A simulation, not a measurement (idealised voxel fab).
Process module heading - voxel self aligned vias
Square cells of 5 nm make up the cross-section cut, whose width is 285 nm.
Think of the cross-section as a grid of square cells. We describe it in bands, top to bottom, and each band covers one or more rows of those cells. What a band's entry tells you: where the top is and where the bottom is, as heights in nm, and after that what lies inside, material by material from left to right, each with its width in nm. Empty space is written as the word "air", and a single material marked with the word "full width" occupies the band from edge to edge. It should be noted that heights are counted from 0, beneath which the wafer as supplied is of one material throughout, and that the lowest band possesses no lower boundary but continues downward, as written in "0 down". A width given as "30 to 40" starts at the first number in the band's top row and ends at the second number in its bottom row, shifting by an equal amount at every step from row to row. Reading "no change" for a step: not a cell of the cross-section changed in it. Listed in "Unvented cavities": every empty space of 8 or more cells without an open way to the top. Form: width x height at distance, the distance being from the left edge, all in nm. Step line, after settings: the simulator's comment on this step. "overlay nm" on a masked step: distance the mask lay right of its planned place, negative for left.
[Planned process steps]
1. RECEIVE (material Si)
2. CONFORMAL_DEP (material SiO2; thk nm 15)
3. CONFORMAL_DEP (material SiCN; thk nm 5)
4. DIRECTIONAL_DEP (material SiO2; thk nm 25)
5. DIRECTIONAL_DEP (material aC; thk nm 10)
6. PATTERN (tone open; mask id LINES; material resist; width nm 20; pitch nm 55; thk nm 30; overlay nm 0)
7. DIRECTIONAL_ETCH (etch materials aC; depth nm 10)
8. STRIP (etch materials resist)
9. DIRECTIONAL_ETCH (etch materials SiO2; depth nm 25)
10. STRIP (etch materials aC)
11. CONFORMAL_DEP (material TiN; thk nm 5)
12. FILL_DEP (material Ru; thk nm 5)
13. CMP (height nm 45)
14. SELECTIVE_ETCH (etch materials W Ru TiN; depth nm 10)
15. FILL_DEP (material SiN; thk nm 10)
16. CMP (height nm 45)
17. DIRECTIONAL_DEP (material SiO2; thk nm 20)
18. PATTERN (tone open; mask id VIAS; material resist; width nm 30; pitch nm 55; thk nm 15; overlay nm 0)
19. DIRECTIONAL_ETCH (etch materials SiO2; depth nm 20)
20. DIRECTIONAL_ETCH (etch materials SiN; depth nm 10)
21. STRIP (etch materials resist)
22. CONFORMAL_DEP (material TiN; thk nm 5)
23. FILL_DEP (material W; thk nm 10)
24. CMP (height nm 65)
25. CONFORMAL_DEP (material SiN; thk nm 5)
[Here's what the wafer looked like in cross-section when it arrived - that's after step 1]
> 0 down = Si full width
> Unvented cavities: none
[End-of-module cross-section. Starting structure and process plan as above; one mistake made in running it]
> 70 to 65 = SiN full width
> 65 to 50 = W (65)  TiN (5)  SiO2 (30)  TiN (5)  W (15)  TiN (5)  SiO2 (30)  TiN (5)  W (15)  TiN (5)  SiO2 (30)  TiN (5)  W (70)
> 50 to 45 = TiN (70)  SiO2 (30)  TiN (25)  SiO2 (30)  TiN (25)  SiO2 (30)  TiN (75)
> 45 to 35 = SiO2 (75)  SiN (20)  SiO2 (35)  SiN (20)  SiO2 (35)  SiN (20)  SiO2 (80)
> 35 to 25 = SiO2 (75)  TiN (5)  Ru (10)  TiN (5)  SiO2 (35)  TiN (5)  Ru (10)  TiN (5)  SiO2 (35)  TiN (5)  Ru (10)  TiN (5)  SiO2 (80)
> 25 to 20 = SiO2 (75)  TiN (20)  SiO2 (35)  TiN (20)  SiO2 (35)  TiN (20)  SiO2 (80)
> 20 to 15 = SiCN full width
> 15 to 0 = SiO2 full width
> 0 down = Si full width
> Unvented cavities: none
Heads up, the wafer didn't run the way we planned it: step 18 ran differently from the plan; actual operation with settings: PATTERN (tone cover; mask id VIAS; material resist; width nm 30; pitch nm 55; thk nm 15; overlay nm 0)
